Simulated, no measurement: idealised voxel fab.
process module | voxel double patterning
cross-section cut | 290 nm wide | cells 5 nm
A cross-section is a grid of square cells, given in bands from the top down. A band is one or more rows of cells.
Each band's line starts with the height of the band's top and of its bottom, in nm. Then come its materials from left to right, each with its width in nm. One material with "throughout" fills the band from edge to edge. "air" is empty space.
Height 0 is the level under which the wafer as received is all one material. The lowest band goes on downwards, as in "0 down".
A width such as "30 to 40" changes by the same amount from each row of cells to the next, from the band's top row to its bottom row.
"no change" after a step means that no cell of the cross-section changed.
closed voids: empty space of 8 cells or more with no open way to the top, each as width x height at its distance from the left edge, in nm
after a step's settings: what the simulator itself notes on the step
overlay nm, on a step with a mask: how far to the right of its planned place the mask lay; to the left if negative
Each pair below shows a cross-section before one step and the cross-section after it, down to the lowest band that changed. The line under each pair gives the step between them, with its settings. The pairs can come from different runs of this module on the same starting wafer, so a pair continues from the pair above only where its "before" says so.
before
  70 to 50: resist 110 | air 15 | resist 35 | air 15 | resist 115
  50 to 40: aC 90 | resist 15 | aC 5 | air 15 | aC 15 | resist 15 | aC 5 | air 15 | aC 15 | resist 15 | aC 85
  40 to 35: aC 110 | air 15 | aC 35 | air 15 | aC 115
  35 to 25: SiCN 90 | aC 15 | SiCN 35 | aC 15 | SiCN 35 | aC 15 | SiCN 85
  25 to 5: TiN throughout
  5 to 0: SiO2 throughout
  0 down: Si throughout
  closed voids: none
after
  50 to 40: aC 90 | air 15 | aC 5 | air 15 | aC 15 | air 15 | aC 5 | air 15 | aC 15 | air 15 | aC 85
  below 40: unchanged
  closed voids: none
the step between: op STRIP | etch materials resist
before: the cross-section after the pair above
after
  50 to 40: aC 90 | air 15 | aC 5 | air 15 | aC 15 | air 15 | aC 5 | air 15 | aC 15 | air 15 | aC 85
  40 to 35: aC 110 | air 15 | aC 35 | air 15 | aC 115
  35 to 25: SiCN 90 | aC 15 | SiCN 5 | air 15 | SiCN 15 | aC 15 | SiCN 5 | air 15 | SiCN 15 | aC 15 | SiCN 85
  below 25: unchanged
  closed voids: none
the step between: op DIRECTIONAL_ETCH | etch materials SiCN | depth nm 10
before: the cross-section after the pair above
after
  35 to 25: SiCN 90 | air 15 | SiCN 5 | air 15 | SiCN 15 | air 15 | SiCN 5 | air 15 | SiCN 15 | air 15 | SiCN 85
  below 25: unchanged
  closed voids: none
the step between: op STRIP | etch materials aC
before: the cross-section after the pair above
after
  35 to 25: SiCN 90 | air 15 | SiCN 5 | air 15 | SiCN 15 | air 15 | SiCN 5 | air 15 | SiCN 15 | air 15 | SiCN 85
  25 to 5: TiN 90 | air 15 | TiN 5 | air 15 | TiN 15 | air 15 | TiN 5 | air 15 | TiN 15 | air 15 | TiN 85
  below 5: unchanged
  closed voids: none
the step between: op DIRECTIONAL_ETCH | etch materials TiN | depth nm 20
before: the cross-section after the pair above
after
  25 to 5: TiN 90 | air 15 | TiN 5 | air 15 | TiN 15 | air 15 | TiN 5 | air 15 | TiN 15 | air 15 | TiN 85
  below 5: unchanged
  closed voids: none
the step between: op STRIP | etch materials SiCN
before
  0 down: Si throughout
  closed voids: none
after
  5 to 0: aC throughout
  below 0: unchanged
  closed voids: none
the step between: op CONFORMAL_DEP | material aC | thk nm 5
before: the cross-section after the pair above
after
  25 to 5: TiN throughout
  below 5: unchanged
  closed voids: none
the step between: op DIRECTIONAL_DEP | material TiN | thk nm 20
before: the cross-section after the pair above
after
  35 to 25: SiCN throughout
  below 25: unchanged
  closed voids: none
the step between: op DIRECTIONAL_DEP | material SiCN | thk nm 10
before: the cross-section after the pair above
after
  45 to 35: aC throughout
  below 35: unchanged
  closed voids: none
the step between: op DIRECTIONAL_DEP | material aC | thk nm 10
before: the cross-section after the pair above
after
  70 to 45: resist 85 | air 15 | resist 35 | air 15 | resist 35 | air 15 | resist 90
  below 45: unchanged
  closed voids: none
the step between: op PATTERN | tone open | mask id FIRST | material resist | width nm 15 | pitch nm 50 | thk nm 25 | overlay nm 0
before: the cross-section after the pair above
after
  60 to 45: resist 85 | air 15 | resist 35 | air 15 | resist 35 | air 15 | resist 90
  45 to 35: aC 85 | air 15 | aC 35 | air 15 | aC 35 | air 15 | aC 90
  below 35: unchanged
  closed voids: none
the step between: op DIRECTIONAL_ETCH | etch materials aC | depth nm 10
before: the cross-section after the pair above
after
  45 to 35: aC 85 | air 15 | aC 35 | air 15 | aC 35 | air 15 | aC 90
  below 35: unchanged
  closed voids: none
the step between: op STRIP | etch materials resist
before: the cross-section after the pair above
after
  45 to 35: aC 85 | air 15 | aC 35 | air 15 | aC 35 | air 15 | aC 90
  35 to 25: SiCN 85 | air 15 | SiCN 35 | air 15 | SiCN 35 | air 15 | SiCN 90
  below 25: unchanged
  closed voids: none
the step between: op DIRECTIONAL_ETCH | etch materials SiCN | depth nm 10
before: the cross-section after the pair above
after
  35 to 25: SiCN 85 | air 15 | SiCN 35 | air 15 | SiCN 35 | air 15 | SiCN 90
  below 25: unchanged
  closed voids: none
the step between: op STRIP | etch materials aC
before: the cross-section after the pair above
after
  50 to 40: aC 85 | air 15 | aC 35 | air 15 | aC 35 | air 15 | aC 90
  40 to 35: aC throughout
  35 to 25: SiCN 85 | aC 15 | SiCN 35 | aC 15 | SiCN 35 | aC 15 | SiCN 90
  below 25: unchanged
  closed voids: none
the step between: op DIRECTIONAL_DEP | material aC | thk nm 15
before: the cross-section after the pair above
after
  85 to 50: resist 110 | air 15 | resist 35 | air 15 | resist 115
  50 to 40: aC 85 | resist 15 | aC 35 | resist 15 | aC 35 | resist 15 | aC 90
  below 40: unchanged
  closed voids: none
the step between: op PATTERN | tone open | mask id SECOND | material resist | width nm 15 | pitch nm 50 | thk nm 35 | overlay nm 0
before: the cross-section after the pair above
after
  70 to 50: resist 110 | air 15 | resist 35 | air 15 | resist 115
  50 to 40: aC 85 | resist 15 | aC 10 | air 15 | aC 10 | resist 15 | aC 10 | air 15 | aC 10 | resist 15 | aC 90
  40 to 35: aC 110 | air 15 | aC 35 | air 15 | aC 115
  below 35: unchanged
  closed voids: none
the step between: op DIRECTIONAL_ETCH | etch materials aC | depth nm 15
before: the cross-section after the pair above
after
  50 to 40: aC 85 | air 15 | aC 10 | air 15 | aC 10 | air 15 | aC 10 | air 15 | aC 10 | air 15 | aC 90
  below 40: unchanged
  closed voids: none
the step between: op STRIP | etch materials resist
before: the cross-section after the pair above
after
  50 to 40: aC 85 | air 15 | aC 10 | air 15 | aC 10 | air 15 | aC 10 | air 15 | aC 10 | air 15 | aC 90
  40 to 35: aC 110 | air 15 | aC 35 | air 15 | aC 115
  35 to 25: SiCN 85 | aC 15 | SiCN 10 | air 15 | SiCN 10 | aC 15 | SiCN 10 | air 15 | SiCN 10 | aC 15 | SiCN 90
  below 25: unchanged
  closed voids: none
the step between: op DIRECTIONAL_ETCH | etch materials SiCN | depth nm 10
before: the cross-section after the pair above
after
  35 to 25: SiCN 85 | air 15 | SiCN 10 | air 15 | SiCN 10 | air 15 | SiCN 10 | air 15 | SiCN 10 | air 15 | SiCN 90
  below 25: unchanged
  closed voids: none
the step between: op STRIP | etch materials aC
before: the cross-section after the pair above
after
  35 to 25: SiCN 85 | air 15 | SiCN 10 | air 15 | SiCN 10 | air 15 | SiCN 10 | air 15 | SiCN 10 | air 15 | SiCN 90
  25 to 5: TiN 85 | air 15 | TiN 10 | air 15 | TiN 10 | air 15 | TiN 10 | air 15 | TiN 10 | air 15 | TiN 90
  below 5: unchanged
  closed voids: none
the step between: op DIRECTIONAL_ETCH | etch materials TiN | depth nm 20
before: the cross-section after the pair above
after
  25 to 5: TiN 85 | air 15 | TiN 10 | air 15 | TiN 10 | air 15 | TiN 10 | air 15 | TiN 10 | air 15 | TiN 90
  below 5: unchanged
  closed voids: none
the step between: op STRIP | etch materials SiCN
before
  50 to 40: aC 85 | air 15 | aC 35 | air 15 | aC 35 | air 15 | aC 90
  40 to 35: aC throughout
  35 to 25: SiCN 85 | aC 15 | SiCN 35 | aC 15 | SiCN 35 | aC 15 | SiCN 90
  25 to 5: TiN throughout
  5 to 0: SiO2 throughout
  0 down: Si throughout
  closed voids: none
after
  85 to 50: air 110 | resist 15 | air 35 | resist 15 | air 115
  below 50: unchanged
  closed voids: none
the step between: op PATTERN | tone cover | mask id SECOND | material resist | width nm 15 | pitch nm 50 | thk nm 35 | overlay nm 0
before: the cross-section after the pair above
after
  70 to 50: air 110 | resist 15 | air 35 | resist 15 | air 115
  50 to 35: air 110 | aC 15 | air 35 | aC 15 | air 115
  35 to 25: SiCN 85 | air 15 | SiCN 35 | air 15 | SiCN 35 | air 15 | SiCN 90
  below 25: unchanged
  closed voids: none
the step between: op DIRECTIONAL_ETCH | etch materials aC | depth nm 15
before: the cross-section after the pair above
after
  50 to 35: air 110 | aC 15 | air 35 | aC 15 | air 115
  below 35: unchanged
  closed voids: none
the step between: op STRIP | etch materials resist
before: the cross-section after the pair above
after
  50 to 35: air 110 | aC 15 | air 35 | aC 15 | air 115
  35 to 25: air 110 | SiCN 15 | air 35 | SiCN 15 | air 115
  below 25: unchanged
  closed voids: none
the step between: op DIRECTIONAL_ETCH | etch materials SiCN | depth nm 10
before: the cross-section after the pair above
after
  35 to 25: air 110 | SiCN 15 | air 35 | SiCN 15 | air 115
  below 25: unchanged
  closed voids: none
the step between: op STRIP | etch materials aC
before: the cross-section after the pair above
after
  35 to 25: air 110 | SiCN 15 | air 35 | SiCN 15 | air 115
  25 to 5: air 110 | TiN 15 | air 35 | TiN 15 | air 115
  below 5: unchanged
  closed voids: none
the step between: op DIRECTIONAL_ETCH | etch materials TiN | depth nm 20
before: the cross-section after the pair above
after
  25 to 5: air 110 | TiN 15 | air 35 | TiN 15 | air 115
  below 5: unchanged
  closed voids: none
the step between: op STRIP | etch materials SiCN
